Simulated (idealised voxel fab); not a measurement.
process module | voxel wiring stack
cross-section cut | 175 nm wide | cells 5 nm
A cross-section is a grid of square cells, given in bands from the top down. A band is one or more rows of cells.
Each band's line starts with the height of the band's top and of its bottom, in nm. Then come its materials from left to right, each with its width in nm. One material with "throughout" fills the band from edge to edge. "air" is empty space.
Height 0 is the level under which the wafer as received is all one material. The lowest band goes on downwards, as in "0 down".
A width such as "30 to 40" changes by the same amount from each row of cells to the next, from the band's top row to its bottom row.
"no change" after a step means that no cell of the cross-section changed.
closed voids: empty space of 8 cells or more with no open way to the top, each as width x height at its distance from the left edge, in nm
after a step's settings: what the simulator itself notes on the step
overlay nm, on a step with a mask: how far to the right of its planned place the mask lay; to the left if negative
plan
1 op RECEIVE | material Si
2 op CONFORMAL_DEP | material SiO2 | thk nm 10
3 op CONFORMAL_DEP | material SiCN | thk nm 5
4 op DIRECTIONAL_DEP | material SiO2 | thk nm 25
5 op DIRECTIONAL_DEP | material aC | thk nm 15
6 op PATTERN | tone open | mask id METAL_1 | material resist | width nm 25 | pitch nm 40 | thk nm 30 | overlay nm 0
7 op DIRECTIONAL_ETCH | etch materials aC | depth nm 15
8 op STRIP | etch materials resist
9 op DIRECTIONAL_ETCH | etch materials SiO2 | depth nm 25
10 op DIRECTIONAL_ETCH | etch materials SiCN | depth nm 5
11 op STRIP | etch materials aC
12 op CONFORMAL_DEP | material TiN | thk nm 5
13 op FILL_DEP | material Ru | thk nm 5
14 op CMP | height nm 40
15 op EPI | material Ru | thk nm 5
16 op FILL_DEP | material SiCN | thk nm 5
17 op DIRECTIONAL_DEP | material SiO2 | thk nm 25
18 op MASKED_ETCH | tone open | mask id METAL_2 | width nm 25 | pitch nm 40 | etch materials SiO2 | depth nm 15 | overlay nm 0
19 op PATTERN | tone open | mask id METAL_2_HOLES | material resist | width nm 15 | pitch nm 40 | thk nm 15 | overlay nm 0
20 op DIRECTIONAL_ETCH | etch materials SiO2 | depth nm 10
21 op DIRECTIONAL_ETCH | etch materials SiCN | depth nm 5
22 op STRIP | etch materials resist
23 op CONFORMAL_DEP | material TiN | thk nm 5
24 op FILL_DEP | material Cu | thk nm 5
25 op CMP | height nm 75
26 op CONFORMAL_DEP | material SiCN | thk nm 5
as received, after step 1
  0 down: Si throughout
  closed voids: none
a wafer at the end: this start, this plan, one mistake
  80 to 75: TiN throughout
  75 to 65: SiO2 35 | TiN 5 | Cu 15 | TiN 5 | SiO2 15 | TiN 5 | Cu 15 | TiN 5 | SiO2 15 | TiN 5 | Cu 15 | TiN 5 | SiO2 35
  65 to 60: SiO2 35 | TiN 5 | Cu 5 | TiN 15 | SiO2 15 | TiN 5 | Cu 5 | TiN 15 | SiO2 15 | TiN 5 | Cu 5 | TiN 15 | SiO2 35
  60 to 50: SiO2 35 | TiN 5 | Cu 5 | TiN 5 | SiO2 25 | TiN 5 | Cu 5 | TiN 5 | SiO2 25 | TiN 5 | Cu 5 | TiN 5 | SiO2 45
  50 to 45: SiCN 35 | TiN 15 | SiCN 25 | TiN 15 | SiCN 25 | TiN 15 | SiCN 45
  45 to 40: SiCN 30 | Ru 35 | SiCN 5 | Ru 35 | SiCN 5 | Ru 35 | SiCN 30
  40 to 15: SiO2 35 | TiN 5 | Ru 15 | TiN 5 | SiO2 15 | TiN 5 | Ru 15 | TiN 5 | SiO2 15 | TiN 5 | Ru 15 | TiN 5 | SiO2 35
  15 to 10: SiCN 35 | TiN 25 | SiCN 15 | TiN 25 | SiCN 15 | TiN 25 | SiCN 35
  10 to 0: SiO2 throughout
  0 down: Si throughout
  closed voids: none
what went wrong: step 26 ran as: op CONFORMAL_DEP | material TiN | thk nm 5
